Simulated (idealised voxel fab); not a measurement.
Title: Process Module voxel transistor to metal
Pictured: cross-section cut, 215 nm wide, on a grid of 5 nm square cells.
Throughout this document, each cross-section is represented as a grid of square cells and is presented as a sequence of bands enumerated from the top downward, where a band comprises one or more rows of cells.
Top height, bottom height, nm. Materials left to right, width each, nm. Single material + "everywhere" = fills band edge to edge. "empty" = empty.
Height datum 0, below which the as-received substrate wafer is one material. Lowest band open at the bottom, running downward: "z 0 and below".
When a width is written as two numbers, as in "30..40", the first number is the width in the top row of cells of the band and the second is the width in its bottom row, and the width changes by the same amount from each row to the next.
The designation "all unchanged", where it is given for a processing step, indicates that no cell of the cross-section was altered in the course of that step.
The list in "Closed void entries" covers empty spaces of 8 cells or more that cannot reach the top through any open way, and it gives each as width x height at distance; the distance is from the left edge, and width, height and distance are in nm.
Past the settings on a step's line: simulator remark, on that step.
overlay nm: step with mask; distance mask lay right of planned place; negative value = left of planned place.

# The process steps that were planned are listed below
1,op RECEIVE | material Si
2,op OXIDIZE | depth nm 5
3,op CONFORMAL_DEP | material SiN | thk nm 10
4,op DIRECTIONAL_DEP | material aC | thk nm 10
5,op PATTERN | tone cover | mask id ACTIVE | material resist | width nm 110 | thk nm 25 | overlay nm 0
6,op DIRECTIONAL_ETCH | etch materials aC | depth nm 10
7,op STRIP | etch materials resist
8,op DIRECTIONAL_ETCH | etch materials SiN | depth nm 10
9,op DIRECTIONAL_ETCH | etch materials SiO2 | depth nm 5
10,op DIRECTIONAL_ETCH | etch materials Si | depth nm 35
11,op STRIP | etch materials aC
12,op OXIDIZE | depth nm 5
13,op FILL_DEP | material SiO2 | thk nm 10
14,op CMP | height nm 10
15,op SELECTIVE_ETCH | etch materials SiO2 | depth nm 10
16,op STRIP | etch materials SiN
17,op SELECTIVE_ETCH | etch materials SiO2 | depth nm 5
18,op OXIDIZE | depth nm 5
19,op DIRECTIONAL_DEP | material polySi | thk nm 25
20,op DIRECTIONAL_DEP | material SiCN | thk nm 10
21,op MASKED_ETCH | tone cover | mask id GATE | width nm 30 | etch materials SiCN | depth nm 20 | overlay nm 0
22,op MASKED_ETCH | tone cover | mask id GATE | width nm 30 | etch materials polySi | depth nm 35 | overlay nm 0
23,op CONFORMAL_DEP | material SiO2 | thk nm 5
24,op DIRECTIONAL_ETCH | etch materials SiO2 | depth nm 5
25,op CONFORMAL_DEP | material SiN | thk nm 5
26,op DIRECTIONAL_ETCH | etch materials SiN | depth nm 5
27,op DIRECTIONAL_ETCH | etch materials SiO2 | depth nm 5
28,op DIRECTIONAL_ETCH | etch materials Si | depth nm 15
29,op EPI | material SiGe | thk nm 20
30,op FILL_DEP | material SiO2 | thk nm 5
31,op CMP | height nm 20
32,op STRIP | etch materials polySi
33,op SELECTIVE_ETCH | etch materials SiO2 | depth nm 5
34,op CONFORMAL_DEP | material HfO2 | thk nm 5
35,op CONFORMAL_DEP | material TiN | thk nm 5
36,op FILL_DEP | material W | thk nm 10
37,op CMP | height nm 15
38,op DIRECTIONAL_DEP | material SiO2 | thk nm 10
39,op PATTERN | tone open | mask id CONTACT | material resist | width nm 15 | pitch nm 75 | thk nm 15 | overlay nm 0
40,op DIRECTIONAL_ETCH | etch materials SiO2 | depth nm 15
41,op STRIP | etch materials resist
42,op CONFORMAL_DEP | material TiN | thk nm 5
43,op FILL_DEP | material W | thk nm 10
44,op CMP | height nm 25
45,op CONFORMAL_DEP | material SiCN | thk nm 5
46,op DIRECTIONAL_DEP | material lowk | thk nm 25
47,op MASKED_ETCH | tone open | mask id METAL_1 | width nm 15 | pitch nm 75 | etch materials lowk | depth nm 25 | overlay nm 0
48,op MASKED_ETCH | tone open | mask id METAL_1 | width nm 15 | pitch nm 75 | etch materials SiCN | depth nm 5 | overlay nm 0
49,op CONFORMAL_DEP | material TiN | thk nm 5
50,op FILL_DEP | material W | thk nm 10
51,op CMP | height nm 55
52,op CONFORMAL_DEP | material SiCN | thk nm 5

# Cross-section of the incoming wafer, state after step 1
	z 0 and below = Si everywhere
	Closed void entries: none

# Module complete - cross-section of the first of two wafers, run according to plan
	z 60 to 55 = SiCN everywhere
	z 55 to 30 = 60 nm lowk / 5 nm TiN / 5 nm W / 5 nm TiN / 60 nm lowk / 5 nm TiN / 5 nm W / 5 nm TiN / 65 nm lowk
	z 30 to 25 = 60 nm SiCN / 15 nm TiN / 60 nm SiCN / 15 nm TiN / 65 nm SiCN
	z 25 to 15 = 60 nm SiO2 / 5 nm TiN / 5 nm W / 5 nm TiN / 60 nm SiO2 / 5 nm TiN / 5 nm W / 5 nm TiN / 65 nm SiO2
	z 15 to 10 = 60 nm SiO2 / 15 nm TiN / 5 nm SiO2 / 5 nm SiN / 5 nm HfO2 / 5 nm TiN / 20 nm W / 5 nm TiN / 5 nm HfO2 / 5 nm SiN / 5 nm SiO2 / 15 nm TiN / 65 nm SiO2
	z 10 to 0 = 60 nm SiO2 / 20 nm SiGe / 5 nm SiN / 5 nm HfO2 / 5 nm TiN / 20 nm W / 5 nm TiN / 5 nm HfO2 / 5 nm SiN / 20 nm SiGe / 65 nm SiO2
	z 0 to -5 = 60 nm SiO2 / 20 nm SiGe / 5 nm SiN / 5 nm HfO2 / 30 nm TiN / 5 nm HfO2 / 5 nm SiN / 20 nm SiGe / 65 nm SiO2
	z -5 to -10 = 50 nm SiO2 / 30 nm SiGe / 5 nm SiO2 / 40 nm HfO2 / 5 nm SiO2 / 30 nm SiGe / 55 nm SiO2
	z -10 to -25 = 55 nm SiO2 / 25 nm SiGe / 50 nm Si / 25 nm SiGe / 60 nm SiO2
	z -25 to -45 = 55 nm SiO2 / 100 nm Si / 60 nm SiO2
	z -45 and below = Si everywhere
	Closed void entries: none

# End-of-module cross-section of the second wafer: identical starting point and process plan to the first, with one processing mistake
	z 60 to 55 = SiCN everywhere
	z 55 to 35 = 60 nm lowk / 5 nm TiN / 5 nm W / 5 nm TiN / 60 nm lowk / 5 nm TiN / 5 nm W / 5 nm TiN / 65 nm lowk
	z 35 to 30 = 60 nm lowk / 15 nm TiN / 60 nm lowk / 15 nm TiN / 65 nm lowk
	z 30 to 25 = TiN everywhere
	z 25 to 15 = 60 nm SiO2 / 5 nm TiN / 5 nm W / 5 nm TiN / 60 nm SiO2 / 5 nm TiN / 5 nm W / 5 nm TiN / 65 nm SiO2
	z 15 to 10 = 60 nm SiO2 / 15 nm TiN / 5 nm SiO2 / 5 nm SiN / 5 nm HfO2 / 5 nm TiN / 20 nm W / 5 nm TiN / 5 nm HfO2 / 5 nm SiN / 5 nm SiO2 / 15 nm TiN / 65 nm SiO2
	z 10 to 0 = 60 nm SiO2 / 20 nm SiGe / 5 nm SiN / 5 nm HfO2 / 5 nm TiN / 20 nm W / 5 nm TiN / 5 nm HfO2 / 5 nm SiN / 20 nm SiGe / 65 nm SiO2
	z 0 to -5 = 60 nm SiO2 / 20 nm SiGe / 5 nm SiN / 5 nm HfO2 / 30 nm TiN / 5 nm HfO2 / 5 nm SiN / 20 nm SiGe / 65 nm SiO2
	z -5 to -10 = 50 nm SiO2 / 30 nm SiGe / 5 nm SiO2 / 40 nm HfO2 / 5 nm SiO2 / 30 nm SiGe / 55 nm SiO2
	z -10 to -25 = 55 nm SiO2 / 25 nm SiGe / 50 nm Si / 25 nm SiGe / 60 nm SiO2
	z -25 to -45 = 55 nm SiO2 / 100 nm Si / 60 nm SiO2
	z -45 and below = Si everywhere
	Closed void entries: none
Short version of what went wrong: note that step 45 departed from the planned setting and was carried out as op CONFORMAL_DEP | material TiN | thk nm 5
Counted in cells at the end, the second wafer holds more or fewer of these materials than the first: -37 SiCN, +39 TiN, -2 W
